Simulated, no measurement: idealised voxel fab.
process module | voxel wiring stack
cross-section cut | 270 nm wide | cells 5 nm
A cross-section is a grid of square cells, given in bands from the top down. A band is one or more rows of cells.
Each band's line starts with the height of the band's top and of its bottom, in nm. Then come its materials from left to right, each with its width in nm. One material with "throughout" fills the band from edge to edge. "air" is empty space.
Height 0 is the level under which the wafer as received is all one material. The lowest band goes on downwards, as in "0 down".
A width such as "30 to 40" changes by the same amount from each row of cells to the next, from the band's top row to its bottom row.
"no change" after a step means that no cell of the cross-section changed.
closed voids: empty space of 8 cells or more with no open way to the top, each as width x height at its distance from the left edge, in nm
after a step's settings: what the simulator itself notes on the step
overlay nm, on a step with a mask: how far to the right of its planned place the mask lay; to the left if negative
plan
1 op RECEIVE | material Si
2 op CONFORMAL_DEP | material SiO2 | thk nm 15
3 op DIRECTIONAL_DEP | material TiN | thk nm 5
4 op DIRECTIONAL_DEP | material Ru | thk nm 20
5 op MASKED_ETCH | tone cover | mask id METAL_1 | width nm 25 | pitch nm 45 | etch materials Ru | depth nm 20 | overlay nm 0
6 op MASKED_ETCH | tone cover | mask id METAL_1 | width nm 25 | pitch nm 45 | etch materials TiN | depth nm 5 | overlay nm 0
7 op CONFORMAL_DEP | material SiCN | thk nm 5
8 op FILL_DEP | material SiO2 | thk nm 10
9 op CMP | height nm 40
10 op CONFORMAL_DEP | material SiCN | thk nm 5
11 op DIRECTIONAL_DEP | material lowk | thk nm 30
12 op DIRECTIONAL_DEP | material aC | thk nm 10
13 op PATTERN | tone open | mask id METAL_2_HOLES | material resist | width nm 15 | pitch nm 45 | thk nm 25 | overlay nm 0
14 op DIRECTIONAL_ETCH | etch materials aC | depth nm 10
15 op STRIP | etch materials resist
16 op DIRECTIONAL_ETCH | etch materials lowk | depth nm 30
17 op STRIP | etch materials aC
18 op MASKED_ETCH | tone open | mask id METAL_2 | width nm 25 | pitch nm 45 | etch materials lowk | depth nm 15 | overlay nm 0
19 op MASKED_ETCH | tone open | mask id METAL_2 | width nm 25 | pitch nm 45 | etch materials SiCN | depth nm 5 | overlay nm 0
20 op CONFORMAL_DEP | material TiN | thk nm 5
21 op FILL_DEP | material Ru | thk nm 10
22 op CMP | height nm 75
23 op CONFORMAL_DEP | material SiCN | thk nm 5
24 op DIRECTIONAL_DEP | material lowk | thk nm 10
25 op PATTERN | tone open | mask id PLUG_2 | material resist | width nm 15 | pitch nm 45 | thk nm 20 | overlay nm 0
26 op DIRECTIONAL_ETCH | etch materials lowk | depth nm 10
27 op DIRECTIONAL_ETCH | etch materials SiCN | depth nm 5
28 op STRIP | etch materials resist
29 op EPI | material Ru | thk nm 10
30 op EPI | material Ru | thk nm 5
31 op DIRECTIONAL_DEP | material TiN | thk nm 5
32 op DIRECTIONAL_DEP | material W | thk nm 25
33 op MASKED_ETCH | tone cover | mask id METAL_3 | width nm 25 | pitch nm 45 | etch materials W | depth nm 25 | overlay nm 0
34 op MASKED_ETCH | tone cover | mask id METAL_3 | width nm 25 | pitch nm 45 | etch materials TiN | depth nm 5 | overlay nm 0
35 op FILL_DEP | material lowk | thk nm 10
36 op CMP | height nm 120
37 op CONFORMAL_DEP | material SiCN | thk nm 5
first wafer, as planned
as received, after step 1
  0 down: Si throughout
  closed voids: none
after step 2
  15 to 0: SiO2 throughout
  below 0: unchanged
after step 3
  20 to 15: TiN throughout
  below 15: unchanged
after step 4
  40 to 20: Ru throughout
  below 20: unchanged
after step 5
  40 to 20: air 75 | Ru 25 | air 20 | Ru 25 | air 20 | Ru 25 | air 80
  below 20: unchanged
after step 6
  40 to 20: air 75 | Ru 25 | air 20 | Ru 25 | air 20 | Ru 25 | air 80
  20 to 15: air 75 | TiN 25 | air 20 | TiN 25 | air 20 | TiN 25 | air 80
  below 15: unchanged
after step 7
  45 to 40: air 70 | SiCN 35 | air 10 | SiCN 35 | air 10 | SiCN 35 | air 75
  40 to 20: air 70 | SiCN 5 | Ru 25 | SiCN 5 | air 10 | SiCN 5 | Ru 25 | SiCN 5 | air 10 | SiCN 5 | Ru 25 | SiCN 5 | air 75
  20 to 15: SiCN 75 | TiN 25 | SiCN 20 | TiN 25 | SiCN 20 | TiN 25 | SiCN 80
  below 15: unchanged
after step 8
  55 to 45: SiO2 throughout
  45 to 40: SiO2 70 | SiCN 35 | SiO2 10 | SiCN 35 | SiO2 10 | SiCN 35 | SiO2 75
  40 to 20: SiO2 70 | SiCN 5 | Ru 25 | SiCN 5 | SiO2 10 | SiCN 5 | Ru 25 | SiCN 5 | SiO2 10 | SiCN 5 | Ru 25 | SiCN 5 | SiO2 75
  below 20: unchanged
after step 9
  40 to 20: SiO2 70 | SiCN 5 | Ru 25 | SiCN 5 | SiO2 10 | SiCN 5 | Ru 25 | SiCN 5 | SiO2 10 | SiCN 5 | Ru 25 | SiCN 5 | SiO2 75
  below 20: unchanged
after step 10
  45 to 40: SiCN throughout
  below 40: unchanged
after step 11
  75 to 45: lowk throughout
  below 45: unchanged
after step 12
  85 to 75: aC throughout
  below 75: unchanged
after step 13
  110 to 85: resist 75 | air 15 | resist 30 | air 15 | resist 30 | air 15 | resist 90
  below 85: unchanged
after step 14
  100 to 85: resist 75 | air 15 | resist 30 | air 15 | resist 30 | air 15 | resist 90
  85 to 75: aC 75 | air 15 | aC 30 | air 15 | aC 30 | air 15 | aC 90
  below 75: unchanged
after step 15
  85 to 75: aC 75 | air 15 | aC 30 | air 15 | aC 30 | air 15 | aC 90
  below 75: unchanged
after step 16
  85 to 75: aC 75 | air 15 | aC 30 | air 15 | aC 30 | air 15 | aC 90
  75 to 45: lowk 75 | air 15 | lowk 30 | air 15 | lowk 30 | air 15 | lowk 90
  below 45: unchanged
after step 17
  75 to 45: lowk 75 | air 15 | lowk 30 | air 15 | lowk 30 | air 15 | lowk 90
  below 45: unchanged
after step 18
  75 to 60: lowk 75 | air 25 | lowk 20 | air 25 | lowk 20 | air 25 | lowk 80
  below 60: unchanged
after step 19
  75 to 60: lowk 75 | air 25 | lowk 20 | air 25 | lowk 20 | air 25 | lowk 80
  60 to 45: lowk 75 | air 15 | lowk 30 | air 15 | lowk 30 | air 15 | lowk 90
  45 to 40: SiCN 75 | air 15 | SiCN 30 | air 15 | SiCN 30 | air 15 | SiCN 90
  below 40: unchanged
after step 20
  80 to 75: TiN 80 | air 15 | TiN 30 | air 15 | TiN 30 | air 15 | TiN 85
  75 to 65: lowk 75 | TiN 5 | air 15 | TiN 5 | lowk 20 | TiN 5 | air 15 | TiN 5 | lowk 20 | TiN 5 | air 15 | TiN 5 | lowk 80
  65 to 60: lowk 75 | TiN 5 | air 5 | TiN 15 | lowk 20 | TiN 5 | air 5 | TiN 15 | lowk 20 | TiN 5 | air 5 | TiN 15 | lowk 80
  60 to 45: lowk 75 | TiN 5 | air 5 | TiN 5 | lowk 30 | TiN 5 | air 5 | TiN 5 | lowk 30 | TiN 5 | air 5 | TiN 5 | lowk 90
  45 to 40: SiCN 75 | TiN 15 | SiCN 30 | TiN 15 | SiCN 30 | TiN 15 | SiCN 90
  below 40: unchanged
after step 21
  90 to 80: Ru throughout
  80 to 75: TiN 80 | Ru 15 | TiN 30 | Ru 15 | TiN 30 | Ru 15 | TiN 85
  75 to 65: lowk 75 | TiN 5 | Ru 15 | TiN 5 | lowk 20 | TiN 5 | Ru 15 | TiN 5 | lowk 20 | TiN 5 | Ru 15 | TiN 5 | lowk 80
  65 to 60: lowk 75 | TiN 5 | Ru 5 | TiN 15 | lowk 20 | TiN 5 | Ru 5 | TiN 15 | lowk 20 | TiN 5 | Ru 5 | TiN 15 | lowk 80
  60 to 45: lowk 75 | TiN 5 | Ru 5 | TiN 5 | lowk 30 | TiN 5 | Ru 5 | TiN 5 | lowk 30 | TiN 5 | Ru 5 | TiN 5 | lowk 90
  below 45: unchanged
after step 22
  75 to 65: lowk 75 | TiN 5 | Ru 15 | TiN 5 | lowk 20 | TiN 5 | Ru 15 | TiN 5 | lowk 20 | TiN 5 | Ru 15 | TiN 5 | lowk 80
  below 65: unchanged
after step 23
  80 to 75: SiCN throughout
  below 75: unchanged
after step 24
  90 to 80: lowk throughout
  below 80: unchanged
after step 25
  110 to 90: resist 75 | air 15 | resist 30 | air 15 | resist 30 | air 15 | resist 90
  below 90: unchanged
after step 26
  110 to 90: resist 75 | air 15 | resist 30 | air 15 | resist 30 | air 15 | resist 90
  90 to 80: lowk 75 | air 15 | lowk 30 | air 15 | lowk 30 | air 15 | lowk 90
  below 80: unchanged
after step 27
  110 to 90: resist 75 | air 15 | resist 30 | air 15 | resist 30 | air 15 | resist 90
  90 to 80: lowk 75 | air 15 | lowk 30 | air 15 | lowk 30 | air 15 | lowk 90
  80 to 75: SiCN 75 | air 15 | SiCN 30 | air 15 | SiCN 30 | air 15 | SiCN 90
  below 75: unchanged
after step 28
  90 to 80: lowk 75 | air 15 | lowk 30 | air 15 | lowk 30 | air 15 | lowk 90
  below 80: unchanged
after step 29
  90 to 85: lowk 75 | air 15 | lowk 30 | air 15 | lowk 30 | air 15 | lowk 90
  85 to 80: lowk 75 | Ru 15 | lowk 30 | Ru 15 | lowk 30 | Ru 15 | lowk 90
  80 to 75: SiCN 75 | Ru 15 | SiCN 30 | Ru 15 | SiCN 30 | Ru 15 | SiCN 90
  below 75: unchanged
after step 30
  90 to 80: lowk 75 | Ru 15 | lowk 30 | Ru 15 | lowk 30 | Ru 15 | lowk 90
  below 80: unchanged
after step 31
  95 to 90: TiN throughout
  below 90: unchanged
after step 32
  120 to 95: W throughout
  below 95: unchanged
after step 33
  120 to 95: air 75 | W 25 | air 20 | W 25 | air 20 | W 25 | air 80
  below 95: unchanged
after step 34
  120 to 95: air 75 | W 25 | air 20 | W 25 | air 20 | W 25 | air 80
  95 to 90: air 75 | TiN 25 | air 20 | TiN 25 | air 20 | TiN 25 | air 80
  below 90: unchanged
after step 35
  130 to 120: lowk throughout
  120 to 95: lowk 75 | W 25 | lowk 20 | W 25 | lowk 20 | W 25 | lowk 80
  95 to 90: lowk 75 | TiN 25 | lowk 20 | TiN 25 | lowk 20 | TiN 25 | lowk 80
  below 90: unchanged
after step 36
  120 to 95: lowk 75 | W 25 | lowk 20 | W 25 | lowk 20 | W 25 | lowk 80
  below 95: unchanged
after step 37
  125 to 120: SiCN throughout
  below 120: unchanged
second wafer: like start, like plan, one mistake. Through step 22 it matches the first wafer
when step 23 should have ended
  85 to 75: lowk throughout
  below 75: unchanged
when step 24 should have ended
  90 to 85: SiCN throughout
  below 85: unchanged
when step 25 should have ended
  110 to 90: resist 75 | air 15 | resist 30 | air 15 | resist 30 | air 15 | resist 90
  below 90: unchanged
when step 26 should have ended: no change
when step 27 should have ended
  110 to 90: resist 75 | air 15 | resist 30 | air 15 | resist 30 | air 15 | resist 90
  90 to 85: SiCN 75 | air 15 | SiCN 30 | air 15 | SiCN 30 | air 15 | SiCN 90
  below 85: unchanged
when step 28 should have ended
  90 to 85: SiCN 75 | air 15 | SiCN 30 | air 15 | SiCN 30 | air 15 | SiCN 90
  below 85: unchanged
when step 29 should have ended: no change
when step 30 should have ended: no change
when step 31 should have ended
  95 to 90: TiN 75 | air 15 | TiN 30 | air 15 | TiN 30 | air 15 | TiN 90
  90 to 85: SiCN 75 | TiN 15 | SiCN 30 | TiN 15 | SiCN 30 | TiN 15 | SiCN 90
  below 85: unchanged
when step 32 should have ended
  120 to 115: W 75 | air 15 | W 30 | air 15 | W 30 | air 15 | W 90
  115 to 95: W throughout
  95 to 90: TiN 75 | W 15 | TiN 30 | W 15 | TiN 30 | W 15 | TiN 90
  below 90: unchanged
when step 33 should have ended
  120 to 115: air 90 | W 10 | air 35 | W 10 | air 35 | W 10 | air 80
  115 to 95: air 75 | W 25 | air 20 | W 25 | air 20 | W 25 | air 80
  below 95: unchanged
when step 34 should have ended
  120 to 115: air 90 | W 10 | air 35 | W 10 | air 35 | W 10 | air 80
  115 to 95: air 75 | W 25 | air 20 | W 25 | air 20 | W 25 | air 80
  95 to 90: air 75 | W 15 | TiN 10 | air 20 | W 15 | TiN 10 | air 20 | W 15 | TiN 10 | air 80
  below 90: unchanged
when step 35 should have ended
  130 to 120: lowk throughout
  120 to 115: lowk 90 | W 10 | lowk 35 | W 10 | lowk 35 | W 10 | lowk 80
  115 to 95: lowk 75 | W 25 | lowk 20 | W 25 | lowk 20 | W 25 | lowk 80
  95 to 90: lowk 75 | W 15 | TiN 10 | lowk 20 | W 15 | TiN 10 | lowk 20 | W 15 | TiN 10 | lowk 80
  below 90: unchanged
when step 36 should have ended
  120 to 115: lowk 90 | W 10 | lowk 35 | W 10 | lowk 35 | W 10 | lowk 80
  below 115: unchanged
when step 37 should have ended
  125 to 120: SiCN throughout
  below 120: unchanged
what went wrong: steps 23 and 24 were swapped
at the end the second wafer has, in cells: 27 fewer of Ru | 27 more of lowk
